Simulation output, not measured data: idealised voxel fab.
Process module name: voxel fin reveal
In the cross-section labelled cut, the width is 140 nm and each square cell is 5 nm.
Cross-section spec: square-cell grid; bands listed top down; each band is one or more rows. A band entry consists of two parts. The first gives the height of the band's top and the height of its bottom, in nm. The rest lists the band's materials from left to right, each with its width in nm. A single material labelled with the word "edge to edge" fills the band from edge to edge, and the word "blank" marks empty space. The reference from which all heights are counted is 0, the level beneath which the as-received wafer is entirely one material; the lowest band, having no lower bound, proceeds downward and is written after the example "0 and below". A width given as "30 to 40" starts at the first number in the band's top row and ends at the second number in its bottom row, shifting by an equal amount at every step from row to row. "no modifications" (step): cross-section cells unchanged, all of them. "Enclosed void entries" enumerates empty spaces isolated from the top, with no open way to it, that contain at least 8 cells, giving each as width x height at distance from the left edge, all three in nm. Step line, after settings: the simulator's comment on this step. overlay nm, on a step with a mask: how far to the right of its planned place the mask lay; to the left if negative.

**Planned step list for the process**
| 1 | RECEIVE [material Si] |
| 2 | CONFORMAL_DEP [material SiN] [thk nm 10] |
| 3 | MASKED_ETCH [tone cover] [mask id FINS] [width nm 15] [pitch nm 35] [etch materials SiN] [depth nm 10] [overlay nm 0] |
| 4 | MASKED_ETCH [tone cover] [mask id FINS] [width nm 15] [pitch nm 35] [etch materials Si] [depth nm 30] [overlay nm 0] |
| 5 | FILL_DEP [material SiO2] [thk nm 5] |
| 6 | CMP [height nm 10] |
| 7 | SELECTIVE_ETCH [etch materials SiO2] [depth nm 25] |
| 8 | STRIP [etch materials SiN] |

**Cross-section of the wafer as it came to us, i.e., already through step 1**
  0 and below | Si edge to edge
  Enclosed void entries: none

**Look at the cross-section after the module: the wafer started out the way shown above and the plan was the one shown above, yet one mistake was made along the way**
  10 down to 0 | blank 45; SiN 15; blank 20; SiN 15; blank 45
  0 down to -15 | blank 45; Si 15; blank 20; Si 15; blank 45
  -15 down to -30 | SiO2 45; Si 15; SiO2 20; Si 15; SiO2 45
  -30 and below | Si edge to edge
  Enclosed void entries: none
In executing the process, a mistake was made relative to the plan: step 8 in the plan did not get run; it was skipped
